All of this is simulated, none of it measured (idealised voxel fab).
Process module name: voxel double patterning
The width of the displayed cross-section, cut, is 195 nm; its cells are square, with a size of 5 nm.
Cross-section = grid of square cells, listed top down in bands; band = one or more rows.
Band: top and bottom heights (nm) first, top before bottom; then materials from left to right, widths in nm. "edge to edge" marks a sole material filling the band edge to edge. "air" denotes empty space.
The reference from which all heights are counted is 0, the level beneath which the as-received wafer is entirely one material; the lowest band, having no lower bound, proceeds downward and is written after the example "z 0 and below".
A two-number width, for instance "30->40", indicates that the width is equal to the first number in the top row of the band and to the second number in the bottom row, and that it changes by a constant amount per row of cells.
The designation "nothing got changed", where it is given for a processing step, indicates that no cell of the cross-section was altered in the course of that step.
You'll see "Fully closed voids" listing empty spaces that have no way open to the top, as long as they're 8 cells or more; the notation is width x height at distance, where the distance is from the left edge, and all of it is in nm.
On each step's line, the part that comes after the settings is the simulator's own comment on the step.
overlay nm, on a step with a mask: how far to the right of its planned place the mask lay; to the left if negative

**Process steps foreseen in the plan**
| 1 | RECEIVE [material Si] |
| 2 | CONFORMAL_DEP [material SiN] [thk nm 5] |
| 3 | DIRECTIONAL_DEP [material SiO2] [thk nm 15] |
| 4 | DIRECTIONAL_DEP [material SiCN] [thk nm 5] |
| 5 | MASKED_ETCH [tone open] [mask id FIRST] [width nm 15] [pitch nm 50] [etch materials SiCN] [depth nm 5] [overlay nm 0] |
| 6 | PATTERN [tone open] [mask id SECOND] [material resist] [width nm 15] [pitch nm 50] [thk nm 15] [overlay nm 0] |
| 7 | DIRECTIONAL_ETCH [etch materials SiCN] [depth nm 5] |
| 8 | STRIP [etch materials resist] |
| 9 | DIRECTIONAL_ETCH [etch materials SiO2] [depth nm 15] |
| 10 | STRIP [etch materials SiCN] |

**Here's what the wafer looked like in cross-section when it arrived - that's after step 1**
    z 0 and below: Si edge to edge
    Fully closed voids: none

**End-of-module cross-section of the first of two wafers, processed as planned**
    z 20 to 5: 40 of SiO2, 15 of air, 10 of SiO2, 15 of air, 10 of SiO2, 15 of air, 10 of SiO2, 15 of air, 10 of SiO2, 15 of air, 40 of SiO2
    z 5 to 0: SiN edge to edge
    z 0 and below: Si edge to edge
    Fully closed voids: none

**Cross-section of the latter of the two wafers at module completion. It had an identical start and an identical plan to the former; in running it, one mistake was made**
    z 25 to 20: 40 of SiCN, 15 of air, 10 of SiCN, 15 of air, 10 of SiCN, 15 of air, 10 of SiCN, 15 of air, 10 of SiCN, 15 of air, 40 of SiCN
    z 20 to 5: 40 of SiO2, 15 of air, 10 of SiO2, 15 of air, 10 of SiO2, 15 of air, 10 of SiO2, 15 of air, 10 of SiO2, 15 of air, 40 of SiO2
    z 5 to 0: SiN edge to edge
    z 0 and below: Si edge to edge
    Fully closed voids: none
What was the processing mistake? step 10 of the plan was omitted and not executed
The second wafer ends with more or fewer cells of some materials than the first, per final count: SiCN +24
